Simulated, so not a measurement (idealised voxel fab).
You're looking at the process module voxel released beams.
Pictured: cross-section cut, 260 nm wide, on a grid of 5 nm square cells.
Each cross-section below is a grid of square cells, stated as bands in top-down order, with one or more rows of cells making up each band. First you get the band's top height and its bottom height, in nm, and then the materials it's made of, left to right, with each width in nm. If you see a single material with "edge to edge", that one covers the band edge to edge. "air" is empty space. Height datum 0, below which the as-received substrate wafer is one material. Lowest band open at the bottom, running downward: "0 nm and below". The expression "30..40" gives the width at the extremes of the band, the first number at its top row of cells and the second at its bottom row, with the width changing by equal amounts from each row to the next in between. Reading "nothing altered" for a step: not a cell of the cross-section changed in it. For the entry "Unvented cavities", the listed items are empty spaces with no open way to the top whose size is 8 cells or more; each item follows the pattern width x height at distance, where distance is from the left edge and all three are in nm. Read whatever lies past the settings on a step's line as the simulator's own remark about the step. Regarding "overlay nm": on a step with a mask, it is the distance the mask lay to the right of its planned place; a negative value places it to the left.
## Planned process steps
1. RECEIVE (material Si)
2. CONFORMAL_DEP (material Al2O3; thk nm 5)
3. DIRECTIONAL_DEP (material SiO2; thk nm 10)
4. PATTERN (tone open; mask id ANCHOR; material resist; width nm 35; thk nm 20; overlay nm 0)
5. DIRECTIONAL_ETCH (etch materials SiO2; depth nm 10)
6. STRIP (etch materials resist)
7. CONFORMAL_DEP (material SiN; thk nm 10)
8. DIRECTIONAL_DEP (material aC; thk nm 15)
9. PATTERN (tone cover; mask id BEAM; material resist; width nm 90; thk nm 35; overlay nm 0)
10. DIRECTIONAL_ETCH (etch materials aC; depth nm 15)
11. STRIP (etch materials resist)
12. DIRECTIONAL_ETCH (etch materials SiN; depth nm 10)
13. STRIP (etch materials aC)
14. STRIP (etch materials SiO2)
## The first wafer of two, processed as planned
## Cross-section of the wafer upon arrival, representing the state reached after step 1
  0 nm and below | Si edge to edge
  Unvented cavities: none
## So this is the wafer cross-section right after step 2
  5 nm to 0 nm | Al2O3 edge to edge
  For the remainder of the cross-section, below 0, there is no change.
## So this is the wafer cross-section right after step 3
  15 nm to 5 nm | SiO2 edge to edge
  For the remainder of the cross-section, below 5, there is no change.
## So this is the wafer cross-section right after step 4
  35 nm to 15 nm | resist 85 nm / air 35 nm / resist 140 nm
  For the remainder of the cross-section, below 15, there is no change.
## So this is the wafer cross-section right after step 5
  35 nm to 15 nm | resist 85 nm / air 35 nm / resist 140 nm
  15 nm to 5 nm | SiO2 85 nm / air 35 nm / SiO2 140 nm
  For the remainder of the cross-section, below 5, there is no change.
## So this is the wafer cross-section right after step 6
  15 nm to 5 nm | SiO2 85 nm / air 35 nm / SiO2 140 nm
  For the remainder of the cross-section, below 5, there is no change.
## So this is the wafer cross-section right after step 7
  25 nm to 15 nm | SiN 95 nm / air 15 nm / SiN 150 nm
  15 nm to 5 nm | SiO2 85 nm / SiN 35 nm / SiO2 140 nm
  For the remainder of the cross-section, below 5, there is no change.
## So this is the wafer cross-section right after step 8
  40 nm to 30 nm | aC 95 nm / air 15 nm / aC 150 nm
  30 nm to 25 nm | aC edge to edge
  25 nm to 15 nm | SiN 95 nm / aC 15 nm / SiN 150 nm
  For the remainder of the cross-section, below 15, there is no change.
## So this is the wafer cross-section right after step 9
  75 nm to 40 nm | air 80 nm / resist 90 nm / air 90 nm
  40 nm to 30 nm | aC 95 nm / resist 15 nm / aC 150 nm
  For the remainder of the cross-section, below 30, there is no change.
## So this is the wafer cross-section right after step 10
  60 nm to 40 nm | air 80 nm / resist 90 nm / air 90 nm
  40 nm to 30 nm | air 80 nm / aC 15 nm / resist 15 nm / aC 60 nm / air 90 nm
  30 nm to 25 nm | air 80 nm / aC 90 nm / air 90 nm
  For the remainder of the cross-section, below 25, there is no change.
## So this is the wafer cross-section right after step 11
  40 nm to 30 nm | air 80 nm / aC 15 nm / air 15 nm / aC 60 nm / air 90 nm
  For the remainder of the cross-section, below 30, there is no change.
## So this is the wafer cross-section right after step 12
  40 nm to 30 nm | air 80 nm / aC 15 nm / air 15 nm / aC 60 nm / air 90 nm
  30 nm to 25 nm | air 80 nm / aC 90 nm / air 90 nm
  25 nm to 15 nm | air 80 nm / SiN 15 nm / aC 15 nm / SiN 60 nm / air 90 nm
  For the remainder of the cross-section, below 15, there is no change.
## So this is the wafer cross-section right after step 13
  25 nm to 15 nm | air 80 nm / SiN 15 nm / air 15 nm / SiN 60 nm / air 90 nm
  For the remainder of the cross-section, below 15, there is no change.
## So this is the wafer cross-section right after step 14
  25 nm to 15 nm | air 80 nm / SiN 15 nm / air 15 nm / SiN 60 nm / air 90 nm
  15 nm to 5 nm | air 85 nm / SiN 35 nm / air 140 nm
  For the remainder of the cross-section, below 5, there is no change.
## Second Wafer (Identical Start and Plan, One Processing Error; Matches First Wafer Through Step 13)
## Cross-sectional view of the second wafer at the intended end time of process step 14
  25 nm to 15 nm | air 80 nm / SiN 15 nm / air 15 nm / SiN 60 nm / air 90 nm
  15 nm to 5 nm | air 85 nm / SiN 35 nm / air 140 nm
  For the remainder of the cross-section, below 5, there is no change.
Deviation noted in wafer processing: plan step 14 was twice executed
Given identical final cross-sections on the two wafers, the mistake has no effect on any quantity computed by this model.
